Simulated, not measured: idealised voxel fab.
process module | voxel wiring stack
cross-section cut | 300 nm wide | cells 5 nm
A cross-section is a grid of square cells, given in bands from the top down. A band is one or more rows of cells.
Each band's line starts with the height of the band's top and of its bottom, in nm. Then come its materials from left to right, each with its width in nm. One material with "throughout" fills the band from edge to edge. "air" is empty space.
Height 0 is the level under which the wafer as received is all one material. The lowest band goes on downwards, as in "0 down".
A width such as "30 to 40" changes by the same amount from each row of cells to the next, from the band's top row to its bottom row.
"no change" after a step means that no cell of the cross-section changed.
closed voids: empty space of 8 cells or more with no open way to the top, each as width x height at its distance from the left edge, in nm
after a step's settings: what the simulator itself notes on the step
overlay nm, on a step with a mask: how far to the right of its planned place the mask lay; to the left if negative
plan
1 op RECEIVE | material Si
2 op CONFORMAL_DEP | material SiO2 | thk nm 10
3 op DIRECTIONAL_DEP | material TiN | thk nm 5
4 op DIRECTIONAL_DEP | material Ru | thk nm 15
5 op PATTERN | tone cover | mask id METAL_1 | material resist | width nm 20 | pitch nm 40 | thk nm 15 | overlay nm 0
6 op DIRECTIONAL_ETCH | etch materials Ru | depth nm 15
7 op DIRECTIONAL_ETCH | etch materials TiN | depth nm 5
8 op STRIP | etch materials resist
9 op CONFORMAL_DEP | material SiCN | thk nm 5
10 op FILL_DEP | material SiO2 | thk nm 5
11 op CMP | height nm 30
12 op CONFORMAL_DEP | material SiCN | thk nm 5
13 op DIRECTIONAL_DEP | material SiO2 | thk nm 15
14 op DIRECTIONAL_DEP | material aC | thk nm 15
15 op PATTERN | tone open | mask id PLUG_1 | material resist | width nm 15 | pitch nm 40 | thk nm 30 | overlay nm 0
16 op DIRECTIONAL_ETCH | etch materials aC | depth nm 15
17 op STRIP | etch materials resist
18 op DIRECTIONAL_ETCH | etch materials SiO2 | depth nm 15
19 op DIRECTIONAL_ETCH | etch materials SiCN | depth nm 5
20 op STRIP | etch materials aC
21 op CONFORMAL_DEP | material TiN | thk nm 5
22 op FILL_DEP | material Cu | thk nm 5
23 op CMP | height nm 50
24 op CONFORMAL_DEP | material SiN | thk nm 5
25 op DIRECTIONAL_DEP | material lowk | thk nm 20
26 op DIRECTIONAL_DEP | material aC | thk nm 15
27 op PATTERN | tone open | mask id METAL_2 | material resist | width nm 20 | pitch nm 40 | thk nm 30 | overlay nm 0
28 op DIRECTIONAL_ETCH | etch materials aC | depth nm 15
29 op STRIP | etch materials resist
30 op DIRECTIONAL_ETCH | etch materials lowk | depth nm 20
31 op DIRECTIONAL_ETCH | etch materials SiN | depth nm 5
32 op STRIP | etch materials aC
33 op CONFORMAL_DEP | material TiN | thk nm 5
34 op FILL_DEP | material Cu | thk nm 5
35 op CMP | height nm 75
36 op CONFORMAL_DEP | material SiCN | thk nm 5
37 op DIRECTIONAL_DEP | material lowk | thk nm 30
38 op PATTERN | tone open | mask id METAL_3_HOLES | material resist | width nm 15 | thk nm 20 | overlay nm 0
39 op DIRECTIONAL_ETCH | etch materials lowk | depth nm 30
40 op STRIP | etch materials resist
41 op MASKED_ETCH | tone open | mask id METAL_3 | width nm 20 | pitch nm 40 | etch materials lowk | depth nm 15 | overlay nm 0
42 op MASKED_ETCH | tone open | mask id METAL_3 | width nm 20 | pitch nm 40 | etch materials SiCN | depth nm 5 | overlay nm 0
43 op CONFORMAL_DEP | material TiN | thk nm 5
44 op FILL_DEP | material Ru | thk nm 5
45 op CMP | height nm 110
46 op CONFORMAL_DEP | material SiN | thk nm 5
as received, after step 1
  0 down: Si throughout
  closed voids: none
a wafer at the end: this start, this plan, one mistake
  115 to 110: SiN throughout
  110 to 100: lowk 120 | TiN 5 | Ru 10 | TiN 5 | lowk 20 | TiN 5 | Ru 10 | TiN 5 | lowk 120
  100 to 95: lowk 120 | TiN 5 | Ru 10 | TiN 5 | lowk 20 | TiN 20 | lowk 120
  95 to 80: lowk 120 | TiN 5 | Ru 10 | TiN 5 | lowk 160
  80 to 75: SiCN 120 | TiN 20 | SiCN 160
  75 to 55: lowk 120 | TiN 5 | Cu 10 | TiN 5 | lowk 20 | TiN 5 | Cu 10 | TiN 5 | lowk 120
  55 to 50: SiN 120 | TiN 20 | SiN 20 | TiN 20 | SiN 120
  50 to 35: SiO2 120 | TiN 5 | Cu 5 | TiN 5 | SiO2 25 | TiN 5 | Cu 5 | TiN 5 | SiO2 125
  35 to 30: SiCN 120 | TiN 15 | SiCN 25 | TiN 15 | SiCN 125
  30 to 15: SiO2 115 | SiCN 5 | Ru 20 | SiCN 5 | SiO2 10 | SiCN 5 | Ru 20 | SiCN 5 | SiO2 115
  15 to 10: SiCN 120 | TiN 20 | SiCN 20 | TiN 20 | SiCN 120
  10 to 0: SiO2 throughout
  0 down: Si throughout
  closed voids: none
what went wrong: step 38 ran as: op PATTERN | tone open | mask id METAL_3_HOLES | material resist | width nm 20 | thk nm 20 | overlay nm 0
